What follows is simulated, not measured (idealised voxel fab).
Proc. module: voxel transistor to metal
The cross-section shown here is cut; it is 145 nm wide and divided into square cells measuring 5 nm on a side.
Format of a cross-section: grid, square cells. Given as bands. Order: top down. Band: one or more rows of cells.
Heights first: top, then bottom, in nm. Then materials, left to right, each with a width in nm. "edge to edge" on a single material: fills the band edge to edge. "empty": empty space.
Height datum 0, below which the as-received substrate wafer is one material. Lowest band open at the bottom, running downward: "z 0 and below".
Per-row width for "30..40": begins at first number (top row of band), ends at second number (bottom row), increment between rows held constant.
"no alteration" after a step means that no cell of the cross-section changed.
Enclosed voids (no open way to top), threshold 8 cells or more, entry "Sealed internal cavities", notation width x height at distance, distance from left edge, nm.
Read whatever lies past the settings on a step's line as the simulator's own remark about the step.
overlay nm: step with mask; distance mask lay right of planned place; negative value = left of planned place.

Planned step list for the process:
1: RECEIVE: material Si
2: CONFORMAL_DEP: material SiO2, thk nm 5
3: CONFORMAL_DEP: material SiN, thk nm 10
4: MASKED_ETCH: tone cover, mask id ACTIVE, width nm 95, etch materials SiN, depth nm 10, overlay nm 0
5: MASKED_ETCH: tone cover, mask id ACTIVE, width nm 95, etch materials SiO2, depth nm 5, overlay nm 0
6: MASKED_ETCH: tone cover, mask id ACTIVE, width nm 95, etch materials Si, depth nm 35, overlay nm 0
7: OXIDIZE: depth nm 5
8: FILL_DEP: material SiO2, thk nm 15
9: CMP: height nm 15
10: SELECTIVE_ETCH: etch materials SiO2, depth nm 10
11: STRIP: etch materials SiN
12: SELECTIVE_ETCH: etch materials SiO2, depth nm 5
13: OXIDIZE: depth nm 5
14: DIRECTIONAL_DEP: material polySi, thk nm 30
15: DIRECTIONAL_DEP: material SiCN, thk nm 10
16: MASKED_ETCH: tone cover, mask id GATE, width nm 25, etch materials SiCN, depth nm 20, overlay nm 0
17: MASKED_ETCH: tone cover, mask id GATE, width nm 25, etch materials polySi, depth nm 40, overlay nm 0
18: CONFORMAL_DEP: material SiN, thk nm 5
19: DIRECTIONAL_ETCH: etch materials SiN, depth nm 5
20: DIRECTIONAL_ETCH: etch materials SiO2, depth nm 5
21: EPI: material SiGe, thk nm 5
22: FILL_DEP: material SiO2, thk nm 5
23: CMP: height nm 40
24: DIRECTIONAL_DEP: material SiO2, thk nm 10
25: PATTERN: tone open, mask id CONTACT, material resist, width nm 15, pitch nm 70, thk nm 20, overlay nm 0
26: DIRECTIONAL_ETCH: etch materials SiO2, depth nm 50
27: STRIP: etch materials resist
28: CONFORMAL_DEP: material TiN, thk nm 5
29: FILL_DEP: material W, thk nm 10
30: CMP: height nm 50
31: CONFORMAL_DEP: material SiCN, thk nm 5
32: DIRECTIONAL_DEP: material lowk, thk nm 25
33: DIRECTIONAL_DEP: material aC, thk nm 15
34: PATTERN: tone open, mask id METAL_1, material resist, width nm 15, pitch nm 70, thk nm 30, overlay nm 0
35: DIRECTIONAL_ETCH: etch materials aC, depth nm 15
36: STRIP: etch materials resist
37: DIRECTIONAL_ETCH: etch materials lowk, depth nm 25
38: DIRECTIONAL_ETCH: etch materials SiCN, depth nm 5
39: STRIP: etch materials aC
40: CONFORMAL_DEP: material TiN, thk nm 5
41: FILL_DEP: material Ru, thk nm 10
42: CMP: height nm 80
43: CONFORMAL_DEP: material SiCN, thk nm 5
44: DIRECTIONAL_DEP: material lowk, thk nm 35
45: PATTERN: tone open, mask id METAL_2, material resist, width nm 15, pitch nm 70, thk nm 15, overlay nm 0
46: DIRECTIONAL_ETCH: etch materials lowk, depth nm 20
47: STRIP: etch materials resist
48: MASKED_ETCH: tone open, mask id METAL_2_HOLES, width nm 15, pitch nm 70, etch materials lowk, depth nm 15, overlay nm 0
49: MASKED_ETCH: tone open, mask id METAL_2_HOLES, width nm 15, pitch nm 70, etch materials SiCN, depth nm 5, overlay nm 0
50: CONFORMAL_DEP: material TiN, thk nm 5
51: FILL_DEP: material Ru, thk nm 10
52: CMP: height nm 120
53: CONFORMAL_DEP: material SiN, thk nm 5

First out of two wafers; run went to plan:

Shown in cross-section is the wafer as received, that is, as it stands after step 1:
  z 0 and below | Si edge to edge
  Sealed internal cavities: none

Sectional view: wafer, after step 2:
  z 5 to 0 | SiO2 edge to edge
  Below 0 it's all the same as before, nothing changed down there.

Sectional view: wafer, after step 3:
  z 15 to 5 | SiN edge to edge
  Below 5 it's all the same as before, nothing changed down there.

Sectional view: wafer, after step 4:
  z 15 to 5 | empty=25  SiN=95  empty=25
  Below 5 it's all the same as before, nothing changed down there.

Sectional view: wafer, after step 5:
  z 15 to 5 | empty=25  SiN=95  empty=25
  z 5 to 0 | empty=25  SiO2=95  empty=25
  Below 0 it's all the same as before, nothing changed down there.

Sectional view: wafer, after step 6:
  z 15 to 5 | empty=25  SiN=95  empty=25
  z 5 to 0 | empty=25  SiO2=95  empty=25
  z 0 to -35 | empty=25  Si=95  empty=25
  Below -35 it's all the same as before, nothing changed down there.

Sectional view: wafer, after step 7:
  z 15 to 5 | empty=25  SiN=95  empty=25
  z 5 to 0 | empty=25  SiO2=95  empty=25
  z 0 to -35 | empty=25  SiO2=5  Si=85  SiO2=5  empty=25
  z -35 to -40 | SiO2=30  Si=85  SiO2=30
  Below -40 it's all the same as before, nothing changed down there.

Sectional view: wafer, after step 8:
  z 30 to 15 | SiO2 edge to edge
  z 15 to 5 | SiO2=25  SiN=95  SiO2=25
  z 5 to 0 | SiO2 edge to edge
  z 0 to -40 | SiO2=30  Si=85  SiO2=30
  Below -40 it's all the same as before, nothing changed down there.

Sectional view: wafer, after step 9:
  z 15 to 5 | SiO2=25  SiN=95  SiO2=25
  Below 5 it's all the same as before, nothing changed down there.

Sectional view: wafer, after step 10:
  z 15 to 5 | empty=25  SiN=95  empty=25
  Below 5 it's all the same as before, nothing changed down there.

Sectional view: wafer, after step 11:
  z 5 to 0 | SiO2 edge to edge
  Below 0 it's all the same as before, nothing changed down there.

Sectional view: wafer, after step 12:
  z 0 to -40 | SiO2=30  Si=85  SiO2=30
  Below -40 it's all the same as before, nothing changed down there.

Sectional view: wafer, after step 13:
  z 0 to -5 | SiO2 edge to edge
  Below -5 it's all the same as before, nothing changed down there.

Sectional view: wafer, after step 14:
  z 30 to 0 | polySi edge to edge
  Below 0 it's all the same as before, nothing changed down there.

Sectional view: wafer, after step 15:
  z 40 to 30 | SiCN edge to edge
  Below 30 it's all the same as before, nothing changed down there.

Sectional view: wafer, after step 16:
  z 40 to 30 | empty=60  SiCN=25  empty=60
  Below 30 it's all the same as before, nothing changed down there.

Sectional view: wafer, after step 17:
  z 40 to 30 | empty=60  SiCN=25  empty=60
  z 30 to 0 | empty=60  polySi=25  empty=60
  Below 0 it's all the same as before, nothing changed down there.

Sectional view: wafer, after step 18:
  z 45 to 40 | empty=55  SiN=35  empty=55
  z 40 to 30 | empty=55  SiN=5  SiCN=25  SiN=5  empty=55
  z 30 to 5 | empty=55  SiN=5  polySi=25  SiN=5  empty=55
  z 5 to 0 | SiN=60  polySi=25  SiN=60
  Below 0 it's all the same as before, nothing changed down there.

Sectional view: wafer, after step 19:
  z 40 to 30 | empty=55  SiN=5  SiCN=25  SiN=5  empty=55
  z 30 to 0 | empty=55  SiN=5  polySi=25  SiN=5  empty=55
  Below 0 it's all the same as before, nothing changed down there.

Sectional view: wafer, after step 20:
  z 40 to 30 | empty=55  SiN=5  SiCN=25  SiN=5  empty=55
  z 30 to 0 | empty=55  SiN=5  polySi=25  SiN=5  empty=55
  z 0 to -5 | empty=55  SiO2=35  empty=55
  Below -5 it's all the same as before, nothing changed down there.

Sectional view: wafer, after step 21:
  z 40 to 30 | empty=55  SiN=5  SiCN=25  SiN=5  empty=55
  z 30 to 0 | empty=55  SiN=5  polySi=25  SiN=5  empty=55
  z 0 to -5 | empty=25  SiGe=30  SiO2=35  SiGe=30  empty=25
  Below -5 it's all the same as before, nothing changed down there.

Sectional view: wafer, after step 22:
  z 45 to 40 | SiO2 edge to edge
  z 40 to 30 | SiO2=55  SiN=5  SiCN=25  SiN=5  SiO2=55
  z 30 to 0 | SiO2=55  SiN=5  polySi=25  SiN=5  SiO2=55
  z 0 to -5 | SiO2=25  SiGe=30  SiO2=35  SiGe=30  SiO2=25
  Below -5 it's all the same as before, nothing changed down there.

Sectional view: wafer, after step 23:
  z 40 to 30 | SiO2=55  SiN=5  SiCN=25  SiN=5  SiO2=55
  Below 30 it's all the same as before, nothing changed down there.

Sectional view: wafer, after step 24:
  z 50 to 40 | SiO2 edge to edge
  Below 40 it's all the same as before, nothing changed down there.

Sectional view: wafer, after step 25:
  z 70 to 50 | resist=30  empty=15  resist=55  empty=15  resist=30
  Below 50 it's all the same as before, nothing changed down there.

Sectional view: wafer, after step 26:
  z 70 to 50 | resist=30  empty=15  resist=55  empty=15  resist=30
  z 50 to 40 | SiO2=30  empty=15  SiO2=55  empty=15  SiO2=30
  z 40 to 30 | SiO2=30  empty=15  SiO2=10  SiN=5  SiCN=25  SiN=5  SiO2=10  empty=15  SiO2=30
  z 30 to 0 | SiO2=30  empty=15  SiO2=10  SiN=5  polySi=25  SiN=5  SiO2=10  empty=15  SiO2=30
  Below 0 it's all the same as before, nothing changed down there.

Sectional view: wafer, after step 27:
  z 50 to 40 | SiO2=30  empty=15  SiO2=55  empty=15  SiO2=30
  Below 40 it's all the same as before, nothing changed down there.

Sectional view: wafer, after step 28:
  z 55 to 50 | TiN=35  empty=5  TiN=65  empty=5  TiN=35
  z 50 to 40 | SiO2=30  TiN=5  empty=5  TiN=5  SiO2=55  TiN=5  empty=5  TiN=5  SiO2=30
  z 40 to 30 | SiO2=30  TiN=5  empty=5  TiN=5  SiO2=10  SiN=5  SiCN=25  SiN=5  SiO2=10  TiN=5  empty=5  TiN=5  SiO2=30
  z 30 to 5 | SiO2=30  TiN=5  empty=5  TiN=5  SiO2=10  SiN=5  polySi=25  SiN=5  SiO2=10  TiN=5  empty=5  TiN=5  SiO2=30
  z 5 to 0 | SiO2=30  TiN=15  SiO2=10  SiN=5  polySi=25  SiN=5  SiO2=10  TiN=15  SiO2=30
  Below 0 it's all the same as before, nothing changed down there.

Sectional view: wafer, after step 29:
  z 65 to 55 | W edge to edge
  z 55 to 50 | TiN=35  W=5  TiN=65  W=5  TiN=35
  z 50 to 40 | SiO2=30  TiN=5  W=5  TiN=5  SiO2=55  TiN=5  W=5  TiN=5  SiO2=30
  z 40 to 30 | SiO2=30  TiN=5  W=5  TiN=5  SiO2=10  SiN=5  SiCN=25  SiN=5  SiO2=10  TiN=5  W=5  TiN=5  SiO2=30
  z 30 to 5 | SiO2=30  TiN=5  W=5  TiN=5  SiO2=10  SiN=5  polySi=25  SiN=5  SiO2=10  TiN=5  W=5  TiN=5  SiO2=30
  Below 5 it's all the same as before, nothing changed down there.

Sectional view: wafer, after step 30:
  z 50 to 40 | SiO2=30  TiN=5  W=5  TiN=5  SiO2=55  TiN=5  W=5  TiN=5  SiO2=30
  Below 40 it's all the same as before, nothing changed down there.

Sectional view: wafer, after step 31:
  z 55 to 50 | SiCN edge to edge
  Below 50 it's all the same as before, nothing changed down there.

Sectional view: wafer, after step 32:
  z 80 to 55 | lowk edge to edge
  Below 55 it's all the same as before, nothing changed down there.

Sectional view: wafer, after step 33:
  z 95 to 80 | aC edge to edge
  Below 80 it's all the same as before, nothing changed down there.

Sectional view: wafer, after step 34:
  z 125 to 95 | resist=30  empty=15  resist=55  empty=15  resist=30
  Below 95 it's all the same as before, nothing changed down there.

Sectional view: wafer, after step 35:
  z 110 to 95 | resist=30  empty=15  resist=55  empty=15  resist=30
  z 95 to 80 | aC=30  empty=15  aC=55  empty=15  aC=30
  Below 80 it's all the same as before, nothing changed down there.

Sectional view: wafer, after step 36:
  z 95 to 80 | aC=30  empty=15  aC=55  empty=15  aC=30
  Below 80 it's all the same as before, nothing changed down there.

Sectional view: wafer, after step 37:
  z 95 to 80 | aC=30  empty=15  aC=55  empty=15  aC=30
  z 80 to 55 | lowk=30  empty=15  lowk=55  empty=15  lowk=30
  Below 55 it's all the same as before, nothing changed down there.

Sectional view: wafer, after step 38:
  z 95 to 80 | aC=30  empty=15  aC=55  empty=15  aC=30
  z 80 to 55 | lowk=30  empty=15  lowk=55  empty=15  lowk=30
  z 55 to 50 | SiCN=30  empty=15  SiCN=55  empty=15  SiCN=30
  Below 50 it's all the same as before, nothing changed down there.

Sectional view: wafer, after step 39:
  z 80 to 55 | lowk=30  empty=15  lowk=55  empty=15  lowk=30
  Below 55 it's all the same as before, nothing changed down there.

Sectional view: wafer, after step 40:
  z 85 to 80 | TiN=35  empty=5  TiN=65  empty=5  TiN=35
  z 80 to 55 | lowk=30  TiN=5  empty=5  TiN=5  lowk=55  TiN=5  empty=5  TiN=5  lowk=30
  z 55 to 50 | SiCN=30  TiN=15  SiCN=55  TiN=15  SiCN=30
  Below 50 it's all the same as before, nothing changed down there.

Sectional view: wafer, after step 41:
  z 95 to 85 | Ru edge to edge
  z 85 to 80 | TiN=35  Ru=5  TiN=65  Ru=5  TiN=35
  z 80 to 55 | lowk=30  TiN=5  Ru=5  TiN=5  lowk=55  TiN=5  Ru=5  TiN=5  lowk=30
  Below 55 it's all the same as before, nothing changed down there.

Sectional view: wafer, after step 42:
  z 80 to 55 | lowk=30  TiN=5  Ru=5  TiN=5  lowk=55  TiN=5  Ru=5  TiN=5  lowk=30
  Below 55 it's all the same as before, nothing changed down there.

Sectional view: wafer, after step 43:
  z 85 to 80 | SiCN edge to edge
  Below 80 it's all the same as before, nothing changed down there.

Sectional view: wafer, after step 44:
  z 120 to 85 | lowk edge to edge
  Below 85 it's all the same as before, nothing changed down there.

Sectional view: wafer, after step 45:
  z 135 to 120 | resist=30  empty=15  resist=55  empty=15  resist=30
  Below 120 it's all the same as before, nothing changed down there.

Sectional view: wafer, after step 46:
  z 135 to 120 | resist=30  empty=15  resist=55  empty=15  resist=30
  z 120 to 100 | lowk=30  empty=15  lowk=55  empty=15  lowk=30
  Below 100 it's all the same as before, nothing changed down there.

Sectional view: wafer, after step 47:
  z 120 to 100 | lowk=30  empty=15  lowk=55  empty=15  lowk=30
  Below 100 it's all the same as before, nothing changed down there.

Sectional view: wafer, after step 48:
  z 120 to 85 | lowk=30  empty=15  lowk=55  empty=15  lowk=30
  Below 85 it's all the same as before, nothing changed down there.

Sectional view: wafer, after step 49:
  z 120 to 85 | lowk=30  empty=15  lowk=55  empty=15  lowk=30
  z 85 to 80 | SiCN=30  empty=15  SiCN=55  empty=15  SiCN=30
  Below 80 it's all the same as before, nothing changed down there.

Sectional view: wafer, after step 50:
  z 125 to 120 | TiN=35  empty=5  TiN=65  empty=5  TiN=35
  z 120 to 85 | lowk=30  TiN=5  empty=5  TiN=5  lowk=55  TiN=5  empty=5  TiN=5  lowk=30
  z 85 to 80 | SiCN=30  TiN=15  SiCN=55  TiN=15  SiCN=30
  Below 80 it's all the same as before, nothing changed down there.

Sectional view: wafer, after step 51:
  z 135 to 125 | Ru edge to edge
  z 125 to 120 | TiN=35  Ru=5  TiN=65  Ru=5  TiN=35
  z 120 to 85 | lowk=30  TiN=5  Ru=5  TiN=5  lowk=55  TiN=5  Ru=5  TiN=5  lowk=30
  Below 85 it's all the same as before, nothing changed down there.

Sectional view: wafer, after step 52:
  z 120 to 85 | lowk=30  TiN=5  Ru=5  TiN=5  lowk=55  TiN=5  Ru=5  TiN=5  lowk=30
  Below 85 it's all the same as before, nothing changed down there.

Sectional view: wafer, after step 53:
  z 125 to 120 | SiN edge to edge
  Below 120 it's all the same as before, nothing changed down there.

What follows concerns the second wafer, which started out like the first and was meant to follow the very same plan; one mistake crept in when it was run, but everything up to and including step 41 is the same as for the first wafer:

Second wafer at the planned finish of step 42, seen in cross-section: no alteration

Second wafer at the planned finish of step 43, seen in cross-section:
  z 100 to 95 | SiCN edge to edge
  Below 95 it's all the same as before, nothing changed down there.

Second wafer at the planned finish of step 44, seen in cross-section:
  z 135 to 100 | lowk edge to edge
  Below 100 it's all the same as before, nothing changed down there.

Second wafer at the planned finish of step 45, seen in cross-section:
  z 150 to 135 | resist=30  empty=15  resist=55  empty=15  resist=30
  Below 135 it's all the same as before, nothing changed down there.

Second wafer at the planned finish of step 46, seen in cross-section:
  z 150 to 135 | resist=30  empty=15  resist=55  empty=15  resist=30
  z 135 to 115 | lowk=30  empty=15  lowk=55  empty=15  lowk=30
  Below 115 it's all the same as before, nothing changed down there.

Second wafer at the planned finish of step 47, seen in cross-section:
  z 135 to 115 | lowk=30  empty=15  lowk=55  empty=15  lowk=30
  Below 115 it's all the same as before, nothing changed down there.

Second wafer at the planned finish of step 48, seen in cross-section:
  z 135 to 100 | lowk=30  empty=15  lowk=55  empty=15  lowk=30
  Below 100 it's all the same as before, nothing changed down there.

Second wafer at the planned finish of step 49, seen in cross-section:
  z 135 to 100 | lowk=30  empty=15  lowk=55  empty=15  lowk=30
  z 100 to 95 | SiCN=30  empty=15  SiCN=55  empty=15  SiCN=30
  Below 95 it's all the same as before, nothing changed down there.

Second wafer at the planned finish of step 50, seen in cross-section:
  z 140 to 135 | TiN=35  empty=5  TiN=65  empty=5  TiN=35
  z 135 to 100 | lowk=30  TiN=5  empty=5  TiN=5  lowk=55  TiN=5  empty=5  TiN=5  lowk=30
  z 100 to 95 | SiCN=30  TiN=15  SiCN=55  TiN=15  SiCN=30
  Below 95 it's all the same as before, nothing changed down there.

Second wafer at the planned finish of step 51, seen in cross-section:
  z 150 to 140 | Ru edge to edge
  z 140 to 135 | TiN=35  Ru=5  TiN=65  Ru=5  TiN=35
  z 135 to 100 | lowk=30  TiN=5  Ru=5  TiN=5  lowk=55  TiN=5  Ru=5  TiN=5  lowk=30
  Below 100 it's all the same as before, nothing changed down there.

Second wafer at the planned finish of step 52, seen in cross-section:
  z 120 to 100 | lowk=30  TiN=5  Ru=5  TiN=5  lowk=55  TiN=5  Ru=5  TiN=5  lowk=30
  Below 100 it's all the same as before, nothing changed down there.

Second wafer at the planned finish of step 53, seen in cross-section:
  z 125 to 120 | SiN edge to edge
  Below 120 it's all the same as before, nothing changed down there.
Where did the run depart from the plan? plan step 42: skipped, not run
Final wafer comparison in cells, second versus first, more or fewer per material: Ru +54 | TiN +15 | lowk -69
